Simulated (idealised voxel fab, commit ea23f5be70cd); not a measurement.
The name of this process module is voxel spacer lines.
Cross-section cut spans 280 nm and uses square cells 5 nm in size.
We lay out every cross-section as a grid of square cells and spell it out in bands from the top down, where one band means one or more rows of cells.
For a band, the entry starts with two heights in nm, that of the top and then that of the bottom, and carries on with the band's materials in order from left to right, each alongside its width in nm; the word "edge to edge" beside a single material means it fills the band edge to edge, and "air" means empty space.
Where do heights start? At 0: under that level the wafer as delivered is made of one material only. And the lowest band has no floor; it just carries on downward, as in "0..down".
The expression "30 to 40" gives the width at the extremes of the band, the first number at its top row of cells and the second at its bottom row, with the width changing by equal amounts from each row to the next in between.
The cross-section has no changed cell in any step marked "remained unchanged".
If an empty space has no open way to the top and is at least 8 cells in size, "Unvented voids" lists it, written width x height at distance, where distance is measured from the left edge and every value is in nm.
On a step's line, text after the settings is the simulator commenting on that step.
overlay nm: mask offset rightward from planned place, masked step; negative means leftward offset.

Intended process steps:
1. RECEIVE (material Si)
2. CONFORMAL_DEP (material Al2O3; thk nm 5)
3. DIRECTIONAL_DEP (material polySi; thk nm 10)
4. DIRECTIONAL_DEP (material aC; thk nm 20)
5. PATTERN (tone cover; mask id MANDREL; material resist; width nm 15; pitch nm 60; thk nm 30; overlay nm 0)
6. DIRECTIONAL_ETCH (etch materials aC; depth nm 20)
7. STRIP (etch materials resist)
8. CONFORMAL_DEP (material SiO2; thk nm 15)
9. DIRECTIONAL_ETCH (etch materials SiO2; depth nm 15)
10. STRIP (etch materials aC)
11. DIRECTIONAL_ETCH (etch materials polySi; depth nm 10)
12. STRIP (etch materials SiO2)

Cross-section of the wafer upon arrival, representing the state reached after step 1:
	0..down = Si edge to edge
	Unvented voids: none

Final wafer profile in cross-section after the module, from the same start and plan as above, with one mistake made during processing:
	15..10 = Al2O3 edge to edge
	10..0 = polySi edge to edge
	0..down = Si edge to edge
	Unvented voids: none
Where did the run depart from the plan? swap of plan steps 2 and 3 during execution
